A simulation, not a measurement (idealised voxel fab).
Process module, titled voxel self aligned contacts
It is cross-section cut that appears here, measuring 240 nm in width, its square cells being 5 nm in size.
This document writes a cross-section as a grid whose cells are square, and gives it as bands, listed from the top down; one or more rows of cells form a band.
A band entry consists of two parts. The first gives the height of the band's top and the height of its bottom, in nm. The rest lists the band's materials from left to right, each with its width in nm. A single material labelled with the word "throughout" fills the band from edge to edge, and the word "empty" marks empty space.
The reference from which all heights are counted is 0, the level beneath which the as-received wafer is entirely one material; the lowest band, having no lower bound, proceeds downward and is written after the example "from 0 down".
It should be noted that a width expressed as "30 to 40" varies in equal increments from row to row of cells within the band, taking the value of the first number at the top row and that of the second number at the bottom row.
What does "no change" mean for a step? It means no cell of the cross-section changed in that step.
"Trapped voids" enumerates empty spaces isolated from the top, with no open way to it, that contain at least 8 cells, giving each as width x height at distance from the left edge, all three in nm.
Anything after a step's settings on that line? It's the simulator's own note about the step.
overlay nm: mask right of planned place by this much (step with mask). Neg. = left.
**Set out below are the planned steps of the process**
1: op RECEIVE | material Si
2: op OXIDIZE | depth nm 5
3: op DIRECTIONAL_DEP | material polySi | thk nm 20
4: op DIRECTIONAL_DEP | material SiN | thk nm 15
5: op PATTERN | tone cover | mask id GATE | material resist | width nm 30 | pitch nm 60 | thk nm 20 | overlay nm 0
6: op DIRECTIONAL_ETCH | etch materials SiN | depth nm 15
7: op DIRECTIONAL_ETCH | etch materials polySi | depth nm 20
8: op STRIP | etch materials resist
9: op CONFORMAL_DEP | material SiN | thk nm 5
10: op DIRECTIONAL_ETCH | etch materials SiN | depth nm 5
11: op FILL_DEP | material SiO2 | thk nm 15
12: op CMP | height nm 40
13: op PATTERN | tone open | mask id CONTACT | material resist | width nm 40 | thk nm 15 | overlay nm 0
14: op DIRECTIONAL_ETCH | etch materials SiO2 | depth nm 45
15: op STRIP | etch materials resist
16: op CONFORMAL_DEP | material TiN | thk nm 5
17: op FILL_DEP | material Ru | thk nm 5
18: op CMP | height nm 40
19: op CONFORMAL_DEP | material SiCN | thk nm 5
The thk nm used in step 19 is not the same on every wafer, whereas the starting condition is; the value printed in the plan is the first wafer's.
**Cross-section of the first of several wafers as received (after step 1)**
- from 0 down: Si throughout
- Trapped voids: none
**Every row in this table is a wafer at the end of the module, and it gives, for each of the materials, the cells that wafer has gained (+) or lost (-) since it was received, then its closed voids**
thk nm 5; +16 Ru; -48 Si; +48 SiCN; +64 SiN; +280 SiO2; +24 TiN; +48 polySi; Trapped voids: none
thk nm 10; +16 Ru; -48 Si; +96 SiCN; +64 SiN; +280 SiO2; +24 TiN; +48 polySi; Trapped voids: none
thk nm 15; +16 Ru; -48 Si; +144 SiCN; +64 SiN; +280 SiO2; +24 TiN; +48 polySi; Trapped voids: none
thk nm 20; +16 Ru; -48 Si; +192 SiCN; +64 SiN; +280 SiO2; +24 TiN; +48 polySi; Trapped voids: none
